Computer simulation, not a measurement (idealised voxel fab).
process module | voxel air gaps
cross-section cut | 260 nm wide | cells 5 nm
A cross-section is a grid of square cells, given in bands from the top down. A band is one or more rows of cells.
Each band's line starts with the height of the band's top and of its bottom, in nm. Then come its materials from left to right, each with its width in nm. One material with "throughout" fills the band from edge to edge. "air" is empty space.
Height 0 is the level under which the wafer as received is all one material. The lowest band goes on downwards, as in "0 down".
A width such as "30 to 40" changes by the same amount from each row of cells to the next, from the band's top row to its bottom row.
"no change" after a step means that no cell of the cross-section changed.
closed voids: empty space of 8 cells or more with no open way to the top, each as width x height at its distance from the left edge, in nm
after a step's settings: what the simulator itself notes on the step
overlay nm, on a step with a mask: how far to the right of its planned place the mask lay; to the left if negative
plan
1 op RECEIVE | material Si
2 op CONFORMAL_DEP | material SiO2 | thk nm 10
3 op CONFORMAL_DEP | material SiCN | thk nm 5
4 op DIRECTIONAL_DEP | material lowk | thk nm 40
5 op DIRECTIONAL_DEP | material aC | thk nm 15
6 op PATTERN | tone open | mask id LINES | material resist | width nm 25 | pitch nm 50 | thk nm 35 | overlay nm 0
7 op DIRECTIONAL_ETCH | etch materials aC | depth nm 15
8 op STRIP | etch materials resist
9 op DIRECTIONAL_ETCH | etch materials lowk | depth nm 40
10 op STRIP | etch materials aC
11 op CONFORMAL_DEP | material TiN | thk nm 5
12 op FILL_DEP | material W | thk nm 5
13 op CMP | height nm 55
14 op EPI | material Ru | thk nm 10
15 op SELECTIVE_ETCH | etch materials lowk | depth nm 50
16 op CONFORMAL_DEP | material SiCN | thk nm 5
first wafer, as planned
as received, after step 1
  0 down: Si throughout
  closed voids: none
after step 2
  10 to 0: SiO2 throughout
  below 0: unchanged
after step 3
  15 to 10: SiCN throughout
  below 10: unchanged
after step 4
  55 to 15: lowk throughout
  below 15: unchanged
after step 5
  70 to 55: aC throughout
  below 55: unchanged
after step 6
  105 to 70: resist 40 | air 25 | resist 25 | air 25 | resist 25 | air 25 | resist 25 | air 25 | resist 45
  below 70: unchanged
after step 7
  90 to 70: resist 40 | air 25 | resist 25 | air 25 | resist 25 | air 25 | resist 25 | air 25 | resist 45
  70 to 55: aC 40 | air 25 | aC 25 | air 25 | aC 25 | air 25 | aC 25 | air 25 | aC 45
  below 55: unchanged
after step 8
  70 to 55: aC 40 | air 25 | aC 25 | air 25 | aC 25 | air 25 | aC 25 | air 25 | aC 45
  below 55: unchanged
after step 9
  70 to 55: aC 40 | air 25 | aC 25 | air 25 | aC 25 | air 25 | aC 25 | air 25 | aC 45
  55 to 15: lowk 40 | air 25 | lowk 25 | air 25 | lowk 25 | air 25 | lowk 25 | air 25 | lowk 45
  below 15: unchanged
after step 10
  55 to 15: lowk 40 | air 25 | lowk 25 | air 25 | lowk 25 | air 25 | lowk 25 | air 25 | lowk 45
  below 15: unchanged
after step 11
  60 to 55: TiN 45 | air 15 | TiN 35 | air 15 | TiN 35 | air 15 | TiN 35 | air 15 | TiN 50
  55 to 20: lowk 40 | TiN 5 | air 15 | TiN 5 | lowk 25 | TiN 5 | air 15 | TiN 5 | lowk 25 | TiN 5 | air 15 | TiN 5 | lowk 25 | TiN 5 | air 15 | TiN 5 | lowk 45
  20 to 15: lowk 40 | TiN 25 | lowk 25 | TiN 25 | lowk 25 | TiN 25 | lowk 25 | TiN 25 | lowk 45
  below 15: unchanged
after step 12
  65 to 60: W throughout
  60 to 55: TiN 45 | W 15 | TiN 35 | W 15 | TiN 35 | W 15 | TiN 35 | W 15 | TiN 50
  55 to 20: lowk 40 | TiN 5 | W 15 | TiN 5 | lowk 25 | TiN 5 | W 15 | TiN 5 | lowk 25 | TiN 5 | W 15 | TiN 5 | lowk 25 | TiN 5 | W 15 | TiN 5 | lowk 45
  below 20: unchanged
after step 13
  55 to 20: lowk 40 | TiN 5 | W 15 | TiN 5 | lowk 25 | TiN 5 | W 15 | TiN 5 | lowk 25 | TiN 5 | W 15 | TiN 5 | lowk 25 | TiN 5 | W 15 | TiN 5 | lowk 45
  below 20: unchanged
after step 14
  65 to 55: air 30 | Ru 45 | air 5 | Ru 45 | air 5 | Ru 45 | air 5 | Ru 45 | air 35
  below 55: unchanged
after step 15
  65 to 55: air 30 | Ru 45 | air 5 | Ru 45 | air 5 | Ru 45 | air 5 | Ru 45 | air 35
  55 to 20: air 40 | TiN 5 | W 15 | TiN 5 | air 25 | TiN 5 | W 15 | TiN 5 | air 25 | TiN 5 | W 15 | TiN 5 | air 25 | TiN 5 | W 15 | TiN 5 | air 45
  20 to 15: air 40 | TiN 25 | air 25 | TiN 25 | air 25 | TiN 25 | air 25 | TiN 25 | air 45
  below 15: unchanged
after step 16
  70 to 65: air 25 | SiCN 205 | air 30
  65 to 55: air 25 | SiCN 5 | Ru 45 | SiCN 5 | Ru 45 | SiCN 5 | Ru 45 | SiCN 5 | Ru 45 | SiCN 5 | air 30
  55 to 50: air 25 | SiCN 15 | TiN 5 | W 15 | TiN 5 | SiCN 25 | TiN 5 | W 15 | TiN 5 | SiCN 25 | TiN 5 | W 15 | TiN 5 | SiCN 25 | TiN 5 | W 15 | TiN 5 | SiCN 15 | air 30
  50 to 20: air 35 | SiCN 5 | TiN 5 | W 15 | TiN 5 | SiCN 5 | air 15 | SiCN 5 | TiN 5 | W 15 | TiN 5 | SiCN 5 | air 15 | SiCN 5 | TiN 5 | W 15 | TiN 5 | SiCN 5 | air 15 | SiCN 5 | TiN 5 | W 15 | TiN 5 | SiCN 5 | air 40
  20 to 15: SiCN 40 | TiN 25 | SiCN 25 | TiN 25 | SiCN 25 | TiN 25 | SiCN 25 | TiN 25 | SiCN 45
  below 15: unchanged
  closed voids: 15 x 30 at 70; 15 x 30 at 120; 15 x 30 at 170
second wafer: like start, like plan, one mistake. Through step 13 it matches the first wafer
when step 14 should have ended
  75 to 55: air 20 | Ru 215 | air 25
  below 55: unchanged
when step 15 should have ended
  75 to 55: air 20 | Ru 215 | air 25
  55 to 20: air 40 | TiN 5 | W 15 | TiN 5 | lowk 25 | TiN 5 | W 15 | TiN 5 | lowk 25 | TiN 5 | W 15 | TiN 5 | lowk 25 | TiN 5 | W 15 | TiN 5 | air 45
  20 to 15: air 40 | TiN 25 | lowk 25 | TiN 25 | lowk 25 | TiN 25 | lowk 25 | TiN 25 | air 45
  below 15: unchanged
when step 16 should have ended
  80 to 75: air 15 | SiCN 225 | air 20
  75 to 55: air 15 | SiCN 5 | Ru 215 | SiCN 5 | air 20
  55 to 50: air 15 | SiCN 25 | TiN 5 | W 15 | TiN 5 | lowk 25 | TiN 5 | W 15 | TiN 5 | lowk 25 | TiN 5 | W 15 | TiN 5 | lowk 25 | TiN 5 | W 15 | TiN 5 | SiCN 25 | air 20
  50 to 20: air 35 | SiCN 5 | TiN 5 | W 15 | TiN 5 | lowk 25 | TiN 5 | W 15 | TiN 5 | lowk 25 | TiN 5 | W 15 | TiN 5 | lowk 25 | TiN 5 | W 15 | TiN 5 | SiCN 5 | air 40
  20 to 15: SiCN 40 | TiN 25 | lowk 25 | TiN 25 | lowk 25 | TiN 25 | lowk 25 | TiN 25 | SiCN 45
  below 15: unchanged
what went wrong: step 14 was run twice
at the end the second wafer has, in cells: 100 more of Ru | 60 fewer of SiCN | 120 more of lowk
closed voids at the end (first wafer, second wafer): 3, 0
